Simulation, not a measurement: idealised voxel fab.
process module | voxel tone inversion
cross-section cut | 230 nm wide | cells 5 nm
A cross-section is a grid of square cells, given in bands from the top down. A band is one or more rows of cells.
Each band's line starts with the height of the band's top and of its bottom, in nm. Then come its materials from left to right, each with its width in nm. One material with "throughout" fills the band from edge to edge. "air" is empty space.
Height 0 is the level under which the wafer as received is all one material. The lowest band goes on downwards, as in "0 down".
A width such as "30 to 40" changes by the same amount from each row of cells to the next, from the band's top row to its bottom row.
"no change" after a step means that no cell of the cross-section changed.
closed voids: empty space of 8 cells or more with no open way to the top, each as width x height at its distance from the left edge, in nm
after a step's settings: what the simulator itself notes on the step
overlay nm, on a step with a mask: how far to the right of its planned place the mask lay; to the left if negative
plan
1 op RECEIVE | material Si
2 op CONFORMAL_DEP | material SiN | thk nm 10
3 op DIRECTIONAL_DEP | material aC | thk nm 25
4 op PATTERN | tone cover | mask id POSTS | material resist | width nm 20 | pitch nm 35 | thk nm 35 | overlay nm 0
5 op DIRECTIONAL_ETCH | etch materials aC | depth nm 25
6 op STRIP | etch materials resist
7 op FILL_DEP | material lowk | thk nm 10
8 op CMP | height nm 35
9 op STRIP | etch materials aC
as received, after step 1
  0 down: Si throughout
  closed voids: none
first wafer at the end, as planned
  35 to 10: lowk 70 | air 20 | lowk 15 | air 20 | lowk 15 | air 20 | lowk 70
  10 to 0: SiN throughout
  0 down: Si throughout
  closed voids: none
second wafer at the end: like start, like plan, one mistake
  35 to 25: SiN throughout
  25 to 0: aC throughout
  0 down: Si throughout
  closed voids: none
what went wrong: steps 2 and 3 were swapped
at the end the second wafer has, in cells: 230 more of aC | 170 fewer of lowk
